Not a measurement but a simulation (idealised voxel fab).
voxel air gaps: a process module
FYI the section here is cut, 285 nm wide, cells are 5 nm squares.
A cross-section is a grid of square cells, given in bands from the top down. A band is one or more rows of cells.
First you get the band's top height and its bottom height, in nm, and then the materials it's made of, left to right, with each width in nm. If you see a single material with "throughout", that one covers the band edge to edge. "air" is empty space.
Counting heights begins at 0, where everything beneath is, in the wafer as received, one material. The lowest band has no bottom; it goes on downwards, as "0 nm and below" shows.
The expression "30..40" gives the width at the extremes of the band, the first number at its top row of cells and the second at its bottom row, with the width changing by equal amounts from each row to the next in between.
The designation "all unchanged", where it is given for a processing step, indicates that no cell of the cross-section was altered in the course of that step.
In the "Closed empty spaces" entry, you get each enclosed empty space of 8 cells or more, one with no open way to the top, written width x height at distance, distance from the left edge, in nm.
Heads up: the bit after the settings on a step's line is the simulator's remark on that step.
When a step includes a mask, the "overlay nm" setting on its line states how far to the right of its planned place that mask lay, and negative values state how far to the left.

The process steps that were planned are listed below:
1) RECEIVE (material Si)
2) CONFORMAL_DEP (material SiO2; thk nm 15)
3) CONFORMAL_DEP (material SiN; thk nm 5)
4) DIRECTIONAL_DEP (material SiO2; thk nm 35)
5) PATTERN (tone open; mask id LINES; material resist; width nm 25; pitch nm 50; thk nm 20; overlay nm 0)
6) DIRECTIONAL_ETCH (etch materials SiO2; depth nm 35)
7) STRIP (etch materials resist)
8) CONFORMAL_DEP (material TiN; thk nm 5)
9) FILL_DEP (material W; thk nm 5)
10) CMP (height nm 55)
11) EPI (material Ru; thk nm 10)
12) SELECTIVE_ETCH (etch materials SiO2; depth nm 45)
13) CONFORMAL_DEP (material SiCN; thk nm 5)

Account of the first of two wafers, which was processed as intended:

As received (post step 1): cross-section:
* 0 nm and below: Si throughout
* Closed empty spaces: none

So this is the wafer cross-section right after step 2:
* 15 nm to 0 nm: SiO2 throughout
* Whatever lies below 0 is exactly as it was before.

So this is the wafer cross-section right after step 3:
* 20 nm to 15 nm: SiN throughout
* Whatever lies below 15 is exactly as it was before.

So this is the wafer cross-section right after step 4:
* 55 nm to 20 nm: SiO2 throughout
* Whatever lies below 20 is exactly as it was before.

So this is the wafer cross-section right after step 5:
* 75 nm to 55 nm: 80 nm resist, then 25 nm air, then 25 nm resist, then 25 nm air, then 25 nm resist, then 25 nm air, then 80 nm resist
* Whatever lies below 55 is exactly as it was before.

So this is the wafer cross-section right after step 6:
* 75 nm to 55 nm: 80 nm resist, then 25 nm air, then 25 nm resist, then 25 nm air, then 25 nm resist, then 25 nm air, then 80 nm resist
* 55 nm to 20 nm: 80 nm SiO2, then 25 nm air, then 25 nm SiO2, then 25 nm air, then 25 nm SiO2, then 25 nm air, then 80 nm SiO2
* Whatever lies below 20 is exactly as it was before.

So this is the wafer cross-section right after step 7:
* 55 nm to 20 nm: 80 nm SiO2, then 25 nm air, then 25 nm SiO2, then 25 nm air, then 25 nm SiO2, then 25 nm air, then 80 nm SiO2
* Whatever lies below 20 is exactly as it was before.

So this is the wafer cross-section right after step 8:
* 60 nm to 55 nm: 85 nm TiN, then 15 nm air, then 35 nm TiN, then 15 nm air, then 35 nm TiN, then 15 nm air, then 85 nm TiN
* 55 nm to 25 nm: 80 nm SiO2, then 5 nm TiN, then 15 nm air, then 5 nm TiN, then 25 nm SiO2, then 5 nm TiN, then 15 nm air, then 5 nm TiN, then 25 nm SiO2, then 5 nm TiN, then 15 nm air, then 5 nm TiN, then 80 nm SiO2
* 25 nm to 20 nm: 80 nm SiO2, then 25 nm TiN, then 25 nm SiO2, then 25 nm TiN, then 25 nm SiO2, then 25 nm TiN, then 80 nm SiO2
* Whatever lies below 20 is exactly as it was before.

So this is the wafer cross-section right after step 9:
* 65 nm to 60 nm: W throughout
* 60 nm to 55 nm: 85 nm TiN, then 15 nm W, then 35 nm TiN, then 15 nm W, then 35 nm TiN, then 15 nm W, then 85 nm TiN
* 55 nm to 25 nm: 80 nm SiO2, then 5 nm TiN, then 15 nm W, then 5 nm TiN, then 25 nm SiO2, then 5 nm TiN, then 15 nm W, then 5 nm TiN, then 25 nm SiO2, then 5 nm TiN, then 15 nm W, then 5 nm TiN, then 80 nm SiO2
* Whatever lies below 25 is exactly as it was before.

So this is the wafer cross-section right after step 10:
* 55 nm to 25 nm: 80 nm SiO2, then 5 nm TiN, then 15 nm W, then 5 nm TiN, then 25 nm SiO2, then 5 nm TiN, then 15 nm W, then 5 nm TiN, then 25 nm SiO2, then 5 nm TiN, then 15 nm W, then 5 nm TiN, then 80 nm SiO2
* Whatever lies below 25 is exactly as it was before.

So this is the wafer cross-section right after step 11:
* 65 nm to 55 nm: 70 nm air, then 45 nm Ru, then 5 nm air, then 45 nm Ru, then 5 nm air, then 45 nm Ru, then 70 nm air
* Whatever lies below 55 is exactly as it was before.

So this is the wafer cross-section right after step 12:
* 65 nm to 55 nm: 70 nm air, then 45 nm Ru, then 5 nm air, then 45 nm Ru, then 5 nm air, then 45 nm Ru, then 70 nm air
* 55 nm to 25 nm: 80 nm air, then 5 nm TiN, then 15 nm W, then 5 nm TiN, then 25 nm air, then 5 nm TiN, then 15 nm W, then 5 nm TiN, then 25 nm air, then 5 nm TiN, then 15 nm W, then 5 nm TiN, then 80 nm air
* 25 nm to 20 nm: 80 nm air, then 25 nm TiN, then 25 nm air, then 25 nm TiN, then 25 nm air, then 25 nm TiN, then 80 nm air
* Whatever lies below 20 is exactly as it was before.

So this is the wafer cross-section right after step 13:
* 70 nm to 65 nm: 65 nm air, then 155 nm SiCN, then 65 nm air
* 65 nm to 55 nm: 65 nm air, then 5 nm SiCN, then 45 nm Ru, then 5 nm SiCN, then 45 nm Ru, then 5 nm SiCN, then 45 nm Ru, then 5 nm SiCN, then 65 nm air
* 55 nm to 50 nm: 65 nm air, then 15 nm SiCN, then 5 nm TiN, then 15 nm W, then 5 nm TiN, then 25 nm SiCN, then 5 nm TiN, then 15 nm W, then 5 nm TiN, then 25 nm SiCN, then 5 nm TiN, then 15 nm W, then 5 nm TiN, then 15 nm SiCN, then 65 nm air
* 50 nm to 25 nm: 75 nm air, then 5 nm SiCN, then 5 nm TiN, then 15 nm W, then 5 nm TiN, then 5 nm SiCN, then 15 nm air, then 5 nm SiCN, then 5 nm TiN, then 15 nm W, then 5 nm TiN, then 5 nm SiCN, then 15 nm air, then 5 nm SiCN, then 5 nm TiN, then 15 nm W, then 5 nm TiN, then 5 nm SiCN, then 75 nm air
* 25 nm to 20 nm: 80 nm SiCN, then 25 nm TiN, then 25 nm SiCN, then 25 nm TiN, then 25 nm SiCN, then 25 nm TiN, then 80 nm SiCN
* Whatever lies below 20 is exactly as it was before.
* Closed empty spaces: 15 x 25 at 110; 15 x 25 at 160

Companion wafer, the second of two: same beginning, same intended sequence, one mistake in carrying it out; through step 10 inclusive it tracks the first exactly:

Second wafer, cut view, end of step 11 per plan:
* 55 nm to 25 nm: 80 nm air, then 5 nm TiN, then 15 nm W, then 5 nm TiN, then 25 nm air, then 5 nm TiN, then 15 nm W, then 5 nm TiN, then 25 nm air, then 5 nm TiN, then 15 nm W, then 5 nm TiN, then 80 nm air
* 25 nm to 20 nm: 80 nm air, then 25 nm TiN, then 25 nm air, then 25 nm TiN, then 25 nm air, then 25 nm TiN, then 80 nm air
* Whatever lies below 20 is exactly as it was before.

Second wafer, cut view, end of step 12 per plan:
* 65 nm to 55 nm: 70 nm air, then 45 nm Ru, then 5 nm air, then 45 nm Ru, then 5 nm air, then 45 nm Ru, then 70 nm air
* 55 nm to 25 nm: 70 nm air, then 10 nm Ru, then 5 nm TiN, then 15 nm W, then 5 nm TiN, then 10 nm Ru, then 5 nm air, then 10 nm Ru, then 5 nm TiN, then 15 nm W, then 5 nm TiN, then 10 nm Ru, then 5 nm air, then 10 nm Ru, then 5 nm TiN, then 15 nm W, then 5 nm TiN, then 10 nm Ru, then 70 nm air
* 25 nm to 20 nm: 70 nm air, then 10 nm Ru, then 25 nm TiN, then 10 nm Ru, then 5 nm air, then 10 nm Ru, then 25 nm TiN, then 10 nm Ru, then 5 nm air, then 10 nm Ru, then 25 nm TiN, then 10 nm Ru, then 70 nm air
* Whatever lies below 20 is exactly as it was before.

Second wafer, cut view, end of step 13 per plan:
* 70 nm to 65 nm: 65 nm air, then 155 nm SiCN, then 65 nm air
* 65 nm to 55 nm: 65 nm air, then 5 nm SiCN, then 45 nm Ru, then 5 nm SiCN, then 45 nm Ru, then 5 nm SiCN, then 45 nm Ru, then 5 nm SiCN, then 65 nm air
* 55 nm to 25 nm: 65 nm air, then 5 nm SiCN, then 10 nm Ru, then 5 nm TiN, then 15 nm W, then 5 nm TiN, then 10 nm Ru, then 5 nm SiCN, then 10 nm Ru, then 5 nm TiN, then 15 nm W, then 5 nm TiN, then 10 nm Ru, then 5 nm SiCN, then 10 nm Ru, then 5 nm TiN, then 15 nm W, then 5 nm TiN, then 10 nm Ru, then 5 nm SiCN, then 65 nm air
* 25 nm to 20 nm: 70 nm SiCN, then 10 nm Ru, then 25 nm TiN, then 10 nm Ru, then 5 nm SiCN, then 10 nm Ru, then 25 nm TiN, then 10 nm Ru, then 5 nm SiCN, then 10 nm Ru, then 25 nm TiN, then 10 nm Ru, then 70 nm SiCN
* Whatever lies below 20 is exactly as it was before.
Misprocessing identified: steps 11 and 12 of the plan were run in the wrong order, each in the other's place
End check, counted in cells, second wafer has more or fewer of these materials than the first: +84 Ru, -34 SiCN
Quick summary for you: first wafer finishes at 2 closed voids, second at 0.
